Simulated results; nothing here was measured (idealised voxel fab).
process module | voxel ribs on slabs
Pictured: cross-section cut, 300 nm wide, on a grid of 5 nm square cells.
Cross-section = grid of square cells, listed top down in bands; band = one or more rows.
Look at the band entry: it leads with the top's height and the bottom's height in nm. Then it lists the materials left to right, with a width in nm for each. The word "all across" on a single material says that material fills the band edge to edge. The word "blank" is empty space.
Where do heights start? At 0: under that level the wafer as delivered is made of one material only. And the lowest band has no floor; it just carries on downward, as in "0 and below".
Width spec "30->40" -> top row of cells at first value, bottom row at second value, equal per-row change in between.
Reading "same as before" for a step: not a cell of the cross-section changed in it.
"Closed void listing" means: voids of 8 cells or more that are shut off from the top with no open way through. Written width x height at distance, distance from the left edge, in nm.
On a step's line, text after the settings is the simulator commenting on that step.
For masked steps, "overlay nm" on the step line gives how far right of plan the mask actually lay; a minus sign means it lay to the left.
## Planned process steps
1: RECEIVE,material Si
2: DIRECTIONAL_DEP,material SiO2,thk nm 20
3: DIRECTIONAL_DEP,material polySi,thk nm 20
4: DIRECTIONAL_DEP,material aC,thk nm 15
5: PATTERN,tone cover,mask id RIB,material resist,width nm 30,thk nm 30,overlay nm 0
6: DIRECTIONAL_ETCH,etch materials aC,depth nm 15
7: STRIP,etch materials resist
8: DIRECTIONAL_ETCH,etch materials polySi,depth nm 10
9: STRIP,etch materials aC
10: PATTERN,tone cover,mask id SLAB,material resist,width nm 90,thk nm 20,overlay nm 0
11: DIRECTIONAL_ETCH,etch materials polySi,depth nm 10
12: STRIP,etch materials resist
13: FILL_DEP,material SiO2,thk nm 30
14: CMP,height nm 60
15: DIRECTIONAL_DEP,material TiN,thk nm 5
16: DIRECTIONAL_DEP,material aC,thk nm 15
17: PATTERN,tone cover,mask id HEATER,material resist,width nm 40,thk nm 30,overlay nm 0
18: DIRECTIONAL_ETCH,etch materials aC,depth nm 15
19: STRIP,etch materials resist
20: DIRECTIONAL_ETCH,etch materials TiN,depth nm 5
21: STRIP,etch materials aC
22: CONFORMAL_DEP,material SiO2,thk nm 5
## Cross-section: wafer on arrival = after step 1
> 0 and below: Si all across
> Closed void listing: none
## Cross-section at module end, one run error; start and plan unchanged from above
> 70 down to 65: blank (125); SiO2 (55); blank (120)
> 65 down to 60: SiO2 (130); TiN (45); SiO2 (125)
> 60 down to 40: SiO2 all across
> 40 down to 30: SiO2 (135); polySi (30); SiO2 (135)
> 30 down to 20: SiO2 (105); polySi (90); SiO2 (105)
> 20 down to 0: SiO2 all across
> 0 and below: Si all across
> Closed void listing: none
Want to know what went wrong? step 17, actual vs plan mismatch, actual run PATTERN,tone cover,mask id HEATER,material resist,width nm 45,thk nm 30,overlay nm 0
